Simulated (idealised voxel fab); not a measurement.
Module name: voxel self aligned vias (process module)
For reference, the cross-section in this document is cut, with width 195 nm and square cells of 5 nm.
Cross-section layout: square cells on a grid; listed as bands, top to bottom; a band spans one or more cell rows.
The entry gives the band's vertical extent as a top height and a bottom height in nm, then its horizontal make-up as materials from left to right, each with a width in nm. "air" stands for empty space; a single material marked "all across" fills the band edge to edge.
Below 0: as-received wafer, all one material; heights counted from there. Lowest band: no bottom, goes on down, written "0 down".
Top row gets the first number, bottom row gets the second, and each row in between changes by the same step: that is how a band width like "30->40" works.
Key: "no alterations made" - step with no changed cell in the cross-section.
In "Unvented voids" the enclosed voids are listed, meaning empty spaces of 8 cells or larger without any opening to the top. The form is width x height at distance, distance from the left edge, units nm.
What comes after the settings on a step's line is commentary from the simulator itself on that step.
You can add "overlay nm" to a step's line. For a step with a mask, it describes how far the mask lay to the right of its planned position, and a negative number describes a lay to the left.

# Process steps (planned)
1. RECEIVE [material Si]
2. CONFORMAL_DEP [material SiO2] [thk nm 10]
3. CONFORMAL_DEP [material SiCN] [thk nm 5]
4. DIRECTIONAL_DEP [material SiO2] [thk nm 20]
5. MASKED_ETCH [tone open] [mask id LINES] [width nm 25] [pitch nm 65] [etch materials SiO2] [depth nm 20] [overlay nm 0]
6. CONFORMAL_DEP [material TiN] [thk nm 5]
7. FILL_DEP [material Ru] [thk nm 5]
8. CMP [height nm 35]
9. SELECTIVE_ETCH [etch materials W Ru TiN] [depth nm 5]
10. FILL_DEP [material SiN] [thk nm 5]
11. CMP [height nm 35]
12. DIRECTIONAL_DEP [material SiO2] [thk nm 15]
13. DIRECTIONAL_DEP [material aC] [thk nm 10]
14. PATTERN [tone open] [mask id VIAS] [material resist] [width nm 45] [thk nm 25] [overlay nm 0]
15. DIRECTIONAL_ETCH [etch materials aC] [depth nm 10]
16. STRIP [etch materials resist]
17. DIRECTIONAL_ETCH [etch materials SiO2] [depth nm 15]
18. DIRECTIONAL_ETCH [etch materials SiN] [depth nm 5]
19. STRIP [etch materials aC]
20. CONFORMAL_DEP [material TiN] [thk nm 5]
21. FILL_DEP [material Cu] [thk nm 10]
22. CMP [height nm 50]
23. CONFORMAL_DEP [material SiCN] [thk nm 5]

# First wafer, two in total, run as planned

# Received-state cross-section, reflecting completion of step 1
0 down: Si all across
Unvented voids: none

# Cross-section of the wafer subsequent to step 2
10 to 0: SiO2 all across
All layers under 0 are left as they were.

# Cross-section of the wafer subsequent to step 3
15 to 10: SiCN all across
All layers under 10 are left as they were.

# Cross-section of the wafer subsequent to step 4
35 to 15: SiO2 all across
All layers under 15 are left as they were.

# Cross-section of the wafer subsequent to step 5
35 to 15: SiO2 50 nm; air 25 nm; SiO2 40 nm; air 25 nm; SiO2 55 nm
All layers under 15 are left as they were.

# Cross-section of the wafer subsequent to step 6
40 to 35: TiN 55 nm; air 15 nm; TiN 50 nm; air 15 nm; TiN 60 nm
35 to 20: SiO2 50 nm; TiN 5 nm; air 15 nm; TiN 5 nm; SiO2 40 nm; TiN 5 nm; air 15 nm; TiN 5 nm; SiO2 55 nm
20 to 15: SiO2 50 nm; TiN 25 nm; SiO2 40 nm; TiN 25 nm; SiO2 55 nm
All layers under 15 are left as they were.

# Cross-section of the wafer subsequent to step 7
45 to 40: Ru all across
40 to 35: TiN 55 nm; Ru 15 nm; TiN 50 nm; Ru 15 nm; TiN 60 nm
35 to 20: SiO2 50 nm; TiN 5 nm; Ru 15 nm; TiN 5 nm; SiO2 40 nm; TiN 5 nm; Ru 15 nm; TiN 5 nm; SiO2 55 nm
All layers under 20 are left as they were.

# Cross-section of the wafer subsequent to step 8
35 to 20: SiO2 50 nm; TiN 5 nm; Ru 15 nm; TiN 5 nm; SiO2 40 nm; TiN 5 nm; Ru 15 nm; TiN 5 nm; SiO2 55 nm
All layers under 20 are left as they were.

# Cross-section of the wafer subsequent to step 9
35 to 30: SiO2 50 nm; air 25 nm; SiO2 40 nm; air 25 nm; SiO2 55 nm
All layers under 30 are left as they were.

# Cross-section of the wafer subsequent to step 10
40 to 35: SiN all across
35 to 30: SiO2 50 nm; SiN 25 nm; SiO2 40 nm; SiN 25 nm; SiO2 55 nm
All layers under 30 are left as they were.

# Cross-section of the wafer subsequent to step 11
35 to 30: SiO2 50 nm; SiN 25 nm; SiO2 40 nm; SiN 25 nm; SiO2 55 nm
All layers under 30 are left as they were.

# Cross-section of the wafer subsequent to step 12
50 to 35: SiO2 all across
All layers under 35 are left as they were.

# Cross-section of the wafer subsequent to step 13
60 to 50: aC all across
All layers under 50 are left as they were.

# Cross-section of the wafer subsequent to step 14
85 to 60: resist 40 nm; air 45 nm; resist 110 nm
All layers under 60 are left as they were.

# Cross-section of the wafer subsequent to step 15
75 to 60: resist 40 nm; air 45 nm; resist 110 nm
60 to 50: aC 40 nm; air 45 nm; aC 110 nm
All layers under 50 are left as they were.

# Cross-section of the wafer subsequent to step 16
60 to 50: aC 40 nm; air 45 nm; aC 110 nm
All layers under 50 are left as they were.

# Cross-section of the wafer subsequent to step 17
60 to 50: aC 40 nm; air 45 nm; aC 110 nm
50 to 35: SiO2 40 nm; air 45 nm; SiO2 110 nm
All layers under 35 are left as they were.

# Cross-section of the wafer subsequent to step 18
60 to 50: aC 40 nm; air 45 nm; aC 110 nm
50 to 35: SiO2 40 nm; air 45 nm; SiO2 110 nm
35 to 30: SiO2 50 nm; air 25 nm; SiO2 40 nm; SiN 25 nm; SiO2 55 nm
All layers under 30 are left as they were.

# Cross-section of the wafer subsequent to step 19
50 to 35: SiO2 40 nm; air 45 nm; SiO2 110 nm
All layers under 35 are left as they were.

# Cross-section of the wafer subsequent to step 20
55 to 50: TiN 45 nm; air 35 nm; TiN 115 nm
50 to 40: SiO2 40 nm; TiN 5 nm; air 35 nm; TiN 5 nm; SiO2 110 nm
40 to 35: SiO2 40 nm; TiN 15 nm; air 15 nm; TiN 15 nm; SiO2 110 nm
35 to 30: SiO2 50 nm; TiN 25 nm; SiO2 40 nm; SiN 25 nm; SiO2 55 nm
All layers under 30 are left as they were.

# Cross-section of the wafer subsequent to step 21
65 to 55: Cu all across
55 to 50: TiN 45 nm; Cu 35 nm; TiN 115 nm
50 to 40: SiO2 40 nm; TiN 5 nm; Cu 35 nm; TiN 5 nm; SiO2 110 nm
40 to 35: SiO2 40 nm; TiN 15 nm; Cu 15 nm; TiN 15 nm; SiO2 110 nm
All layers under 35 are left as they were.

# Cross-section of the wafer subsequent to step 22
50 to 40: SiO2 40 nm; TiN 5 nm; Cu 35 nm; TiN 5 nm; SiO2 110 nm
All layers under 40 are left as they were.

# Cross-section of the wafer subsequent to step 23
55 to 50: SiCN all across
All layers under 50 are left as they were.

# The second wafer was prepared from the same starting point and under the same plan as the first; its processing contained one mistake, and it remains indistinguishable from the first wafer up to and including step 4

# The second wafer in cross-section, at the planned close of step 5
35 to 15: air 50 nm; SiO2 25 nm; air 40 nm; SiO2 25 nm; air 55 nm
All layers under 15 are left as they were.

# The second wafer in cross-section, at the planned close of step 6
40 to 35: air 45 nm; TiN 35 nm; air 30 nm; TiN 35 nm; air 50 nm
35 to 20: air 45 nm; TiN 5 nm; SiO2 25 nm; TiN 5 nm; air 30 nm; TiN 5 nm; SiO2 25 nm; TiN 5 nm; air 50 nm
20 to 15: TiN 50 nm; SiO2 25 nm; TiN 40 nm; SiO2 25 nm; TiN 55 nm
All layers under 15 are left as they were.

# The second wafer in cross-section, at the planned close of step 7
45 to 40: Ru all across
40 to 35: Ru 45 nm; TiN 35 nm; Ru 30 nm; TiN 35 nm; Ru 50 nm
35 to 20: Ru 45 nm; TiN 5 nm; SiO2 25 nm; TiN 5 nm; Ru 30 nm; TiN 5 nm; SiO2 25 nm; TiN 5 nm; Ru 50 nm
All layers under 20 are left as they were.

# The second wafer in cross-section, at the planned close of step 8
35 to 20: Ru 45 nm; TiN 5 nm; SiO2 25 nm; TiN 5 nm; Ru 30 nm; TiN 5 nm; SiO2 25 nm; TiN 5 nm; Ru 50 nm
All layers under 20 are left as they were.

# The second wafer in cross-section, at the planned close of step 9
35 to 30: air 50 nm; SiO2 25 nm; air 40 nm; SiO2 25 nm; air 55 nm
All layers under 30 are left as they were.

# The second wafer in cross-section, at the planned close of step 10
40 to 35: SiN all across
35 to 30: SiN 50 nm; SiO2 25 nm; SiN 40 nm; SiO2 25 nm; SiN 55 nm
All layers under 30 are left as they were.

# The second wafer in cross-section, at the planned close of step 11
35 to 30: SiN 50 nm; SiO2 25 nm; SiN 40 nm; SiO2 25 nm; SiN 55 nm
All layers under 30 are left as they were.

# The second wafer in cross-section, at the planned close of step 12
50 to 35: SiO2 all across
All layers under 35 are left as they were.

# The second wafer in cross-section, at the planned close of step 13
60 to 50: aC all across
All layers under 50 are left as they were.

# The second wafer in cross-section, at the planned close of step 14
85 to 60: resist 40 nm; air 45 nm; resist 110 nm
All layers under 60 are left as they were.

# The second wafer in cross-section, at the planned close of step 15
75 to 60: resist 40 nm; air 45 nm; resist 110 nm
60 to 50: aC 40 nm; air 45 nm; aC 110 nm
All layers under 50 are left as they were.

# The second wafer in cross-section, at the planned close of step 16
60 to 50: aC 40 nm; air 45 nm; aC 110 nm
All layers under 50 are left as they were.

# The second wafer in cross-section, at the planned close of step 17
60 to 50: aC 40 nm; air 45 nm; aC 110 nm
50 to 35: SiO2 40 nm; air 45 nm; SiO2 110 nm
All layers under 35 are left as they were.

# The second wafer in cross-section, at the planned close of step 18
60 to 50: aC 40 nm; air 45 nm; aC 110 nm
50 to 35: SiO2 40 nm; air 45 nm; SiO2 110 nm
35 to 30: SiN 40 nm; air 10 nm; SiO2 25 nm; air 10 nm; SiN 30 nm; SiO2 25 nm; SiN 55 nm
All layers under 30 are left as they were.

# The second wafer in cross-section, at the planned close of step 19
50 to 35: SiO2 40 nm; air 45 nm; SiO2 110 nm
All layers under 35 are left as they were.

# The second wafer in cross-section, at the planned close of step 20
55 to 50: TiN 45 nm; air 35 nm; TiN 115 nm
50 to 40: SiO2 40 nm; TiN 5 nm; air 35 nm; TiN 5 nm; SiO2 110 nm
40 to 35: SiO2 40 nm; TiN 45 nm; SiO2 110 nm
35 to 30: SiN 40 nm; TiN 10 nm; SiO2 25 nm; TiN 10 nm; SiN 30 nm; SiO2 25 nm; SiN 55 nm
All layers under 30 are left as they were.

# The second wafer in cross-section, at the planned close of step 21
65 to 55: Cu all across
55 to 50: TiN 45 nm; Cu 35 nm; TiN 115 nm
50 to 40: SiO2 40 nm; TiN 5 nm; Cu 35 nm; TiN 5 nm; SiO2 110 nm
All layers under 40 are left as they were.

# The second wafer in cross-section, at the planned close of step 22
50 to 40: SiO2 40 nm; TiN 5 nm; Cu 35 nm; TiN 5 nm; SiO2 110 nm
All layers under 40 are left as they were.

# The second wafer in cross-section, at the planned close of step 23
55 to 50: SiCN all across
All layers under 50 are left as they were.
It is concluded that the wafer was processed incorrectly with respect to the plan, in that note that step 5 departed from the planned setting and was carried out as MASKED_ETCH [tone cover] [mask id LINES] [width nm 25] [pitch nm 65] [etch materials SiO2] [depth nm 20] [overlay nm 0]
The final cell counts differ between the wafers, with the second having more or fewer of some materials than the first: Cu -3, Ru +38, SiN +20, SiO2 -76, TiN +21
